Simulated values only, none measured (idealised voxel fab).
The document below concerns the process module designated voxel gate over fins.
145 nm wide, 5 nm square cells: that's cross-section cut.
If you're reading a cross-section in this doc, picture square cells in a grid; it comes to you as bands, top ones listed first down to the bottom, and a band can be one or more rows of cells. Heights first: top, then bottom, in nm. Then materials, left to right, each with a width in nm. "throughout" on a single material: fills the band edge to edge. "blank": empty space. Note: height 0 marks the level under which the wafer is uniformly one material as received. Lowest band unbounded below, written "0 -> down". When a width is written as two numbers, as in "30..40", the first number is the width in the top row of cells of the band and the second is the width in its bottom row, and the width changes by the same amount from each row to the next. You'll sometimes find "changes: none" written for a step, and that's the way of saying that nowhere in the cross-section did a cell change during that step. The entry titled "Closed void catalog" provides the empty spaces that have no open way to the top, restricted to those of 8 cells or more. Each is presented as width x height at distance, the distance being measured from the left edge, with all three in nm. after a step's settings: what the simulator itself notes on the step. The optional step-line setting "overlay nm" applies to steps with a mask and quantifies how far to the right of its planned location the mask lay, a negative value indicating leftward placement.
# The process steps that were planned are listed below
1. RECEIVE with material Si
2. CONFORMAL_DEP with material SiN, thk nm 10
3. MASKED_ETCH with tone cover, mask id FINS, width nm 15, pitch nm 45, etch materials SiN, depth nm 10, overlay nm 0
4. MASKED_ETCH with tone cover, mask id FINS, width nm 15, pitch nm 45, etch materials Si, depth nm 35, overlay nm 0
5. OXIDIZE with depth nm 5
6. FILL_DEP with material SiO2, thk nm 10
7. CMP with height nm 10
8. SELECTIVE_ETCH with etch materials SiO2, depth nm 25
9. STRIP with etch materials SiN
10. CONFORMAL_DEP with material HfO2, thk nm 5
11. CONFORMAL_DEP with material TiN, thk nm 5
12. CONFORMAL_DEP with material TiAl, thk nm 5
13. CONFORMAL_DEP with material TiN, thk nm 5
14. FILL_DEP with material W, thk nm 10
15. CMP with height nm 25
16. CONFORMAL_DEP with material SiCN, thk nm 10
# As-received state of the wafer in cross-section, equivalent to post-step 1
    0 -> down | Si throughout
    Closed void catalog: none
# The first of two wafers, cross-sectioned at the end of the module, with the run proceeding as planned
    35 -> 25 | SiCN throughout
    25 -> 20 | W throughout
    20 -> 15 | W=5; TiN=135; W=5
    15 -> 10 | W=5; TiN=5; TiAl=35; TiN=10; TiAl=35; TiN=10; TiAl=35; TiN=5; W=5
    10 -> 5 | W=5; TiN=5; TiAl=5; TiN=25; TiAl=5; TiN=10; TiAl=5; TiN=25; TiAl=5; TiN=10; TiAl=5; TiN=25; TiAl=5; TiN=5; W=5
    5 -> 0 | TiN=10; TiAl=5; TiN=5; HfO2=15; TiN=5; TiAl=5; TiN=10; TiAl=5; TiN=5; HfO2=15; TiN=5; TiAl=5; TiN=10; TiAl=5; TiN=5; HfO2=15; TiN=5; TiAl=5; TiN=10
    0 -> -5 | TiAl=15; TiN=5; HfO2=5; Si=5; HfO2=5; TiN=5; TiAl=20; TiN=5; HfO2=5; Si=5; HfO2=5; TiN=5; TiAl=20; TiN=5; HfO2=5; Si=5; HfO2=5; TiN=5; TiAl=15
    -5 -> -10 | TiN=20; HfO2=5; Si=5; HfO2=5; TiN=30; HfO2=5; Si=5; HfO2=5; TiN=30; HfO2=5; Si=5; HfO2=5; TiN=20
    -10 -> -15 | HfO2=25; Si=5; HfO2=40; Si=5; HfO2=40; Si=5; HfO2=25
    -15 -> -40 | SiO2=25; Si=5; SiO2=40; Si=5; SiO2=40; Si=5; SiO2=25
    -40 -> down | Si throughout
    Closed void catalog: none
# Wafer two, end of module, cross-section. Same start, same plan as wafer one. One mistake in the run
    35 -> 25 | SiCN throughout
    25 -> 20 | W throughout
    20 -> 15 | TiN throughout
    15 -> 10 | TiAl throughout
    10 -> 5 | TiN=25; TiAl=5; TiN=40; TiAl=5; TiN=40; TiAl=5; TiN=25
    5 -> 0 | HfO2=20; TiN=15; HfO2=30; TiN=15; HfO2=30; TiN=15; HfO2=20
    0 -> -5 | Si=15; HfO2=25; Si=20; HfO2=25; Si=20; HfO2=25; Si=15
    -5 -> down | Si throughout
    Closed void catalog: none
Heads up, the wafer didn't run the way we planned it: note that step 3 departed from the planned setting and was carried out as MASKED_ETCH with tone open, mask id FINS, width nm 15, pitch nm 45, etch materials SiN, depth nm 10, overlay nm 0
End of process, cell counts, second wafer against first, materials with more or fewer: -12 HfO2 | +193 Si | -130 SiO2 | -15 TiAl | -30 TiN | -6 W
